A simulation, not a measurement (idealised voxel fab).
Process module, titled voxel wiring stack
Section shown: cut. Width: 220 nm. Cell size: 5 nm, square.
Cross-section = grid of square cells, listed top down in bands; band = one or more rows. In this notation a band is specified by the heights of its top and bottom, in that order and in nm, after which its materials appear from left to right, each paired with its width in nm. The word "everywhere" attached to a single material means that material fills the band from edge to edge; the word "empty" stands for empty space. It should be noted that heights are counted from 0, beneath which the wafer as supplied is of one material throughout, and that the lowest band possesses no lower boundary but continues downward, as written in "0 down". Top row gets the first number, bottom row gets the second, and each row in between changes by the same step: that is how a band width like "30->40" works. Reading "no modification" for a step: not a cell of the cross-section changed in it. Voids not open to the top, 8 cells minimum: see "Voids, sealed". Written width x height at distance; distance is from the left edge; nm. Step line, after settings: the simulator's comment on this step. Regarding "overlay nm": on a step with a mask, it is the distance the mask lay to the right of its planned place; a negative value places it to the left.

**Below is the list of planned process steps**
1) RECEIVE: material Si
2) CONFORMAL_DEP: material SiO2, thk nm 10
3) DIRECTIONAL_DEP: material TiN, thk nm 5
4) DIRECTIONAL_DEP: material Ru, thk nm 15
5) MASKED_ETCH: tone cover, mask id METAL_1, width nm 30, pitch nm 50, etch materials Ru, depth nm 15, overlay nm 0
6) MASKED_ETCH: tone cover, mask id METAL_1, width nm 30, pitch nm 50, etch materials TiN, depth nm 5, overlay nm 0
7) FILL_DEP: material lowk, thk nm 5
8) CMP: height nm 30
9) CONFORMAL_DEP: material SiCN, thk nm 5
10) DIRECTIONAL_DEP: material lowk, thk nm 10
11) MASKED_ETCH: tone open, mask id PLUG_1, width nm 15, pitch nm 50, etch materials lowk, depth nm 10, overlay nm 0
12) MASKED_ETCH: tone open, mask id PLUG_1, width nm 15, pitch nm 50, etch materials SiCN, depth nm 5, overlay nm 0
13) EPI: material Ru, thk nm 10
14) EPI: material Ru, thk nm 5
15) DIRECTIONAL_DEP: material TiN, thk nm 5
16) DIRECTIONAL_DEP: material Ru, thk nm 20
17) DIRECTIONAL_DEP: material aC, thk nm 10
18) PATTERN: tone cover, mask id METAL_2, material resist, width nm 30, pitch nm 50, thk nm 30, overlay nm 0
19) DIRECTIONAL_ETCH: etch materials aC, depth nm 10
20) STRIP: etch materials resist
21) DIRECTIONAL_ETCH: etch materials Ru, depth nm 20
22) DIRECTIONAL_ETCH: etch materials TiN, depth nm 5
23) STRIP: etch materials aC
24) CONFORMAL_DEP: material SiN, thk nm 5
25) FILL_DEP: material SiO2, thk nm 5
26) CMP: height nm 70
27) CONFORMAL_DEP: material SiCN, thk nm 5
28) DIRECTIONAL_DEP: material lowk, thk nm 20
29) PATTERN: tone open, mask id PLUG_2, material resist, width nm 15, pitch nm 50, thk nm 20, overlay nm 0
30) DIRECTIONAL_ETCH: etch materials lowk, depth nm 20
31) DIRECTIONAL_ETCH: etch materials SiCN, depth nm 5
32) STRIP: etch materials resist
33) EPI: material Ru, thk nm 10
34) EPI: material Ru, thk nm 10
35) EPI: material Ru, thk nm 5
36) CONFORMAL_DEP: material SiCN, thk nm 5
37) DIRECTIONAL_DEP: material lowk, thk nm 25
38) MASKED_ETCH: tone open, mask id METAL_3, width nm 30, pitch nm 50, etch materials lowk, depth nm 25, overlay nm 0
39) MASKED_ETCH: tone open, mask id METAL_3, width nm 30, pitch nm 50, etch materials SiCN, depth nm 5, overlay nm 0
40) CONFORMAL_DEP: material TiN, thk nm 5
41) FILL_DEP: material W, thk nm 5
42) CMP: height nm 125
43) EPI: material Ru, thk nm 5
44) FILL_DEP: material SiCN, thk nm 5
What sets these wafers apart? The thk nm at step 9. They all start alike, and the plan carries the first wafer's value.

**After step 1, as received: first of several wafers, cross-section**
0 down = Si everywhere
Voids, sealed: none

**Quick key for the table: a row per wafer, taken at the end of the module. For each material it tells you how many cells the wafer gained (+) or lost (-) since it came in, and the closed voids come after**
thk nm 5, +222 Ru, +160 SiCN, +50 SiN, +168 SiO2, +84 TiN, +60 W, +444 lowk, Voids, sealed: none
thk nm 10, +141 Ru, +234 SiCN, +53 SiN, +157 SiO2, +99 TiN, +60 W, +444 lowk, Voids, sealed: none
thk nm 15, +132 Ru, +278 SiCN, +47 SiN, +128 SiO2, +99 TiN, +60 W, +444 lowk, Voids, sealed: none
thk nm 20, +168 Ru, +292 SiCN, +32 SiN, +108 SiO2, +84 TiN, +60 W, +444 lowk, Voids, sealed: none
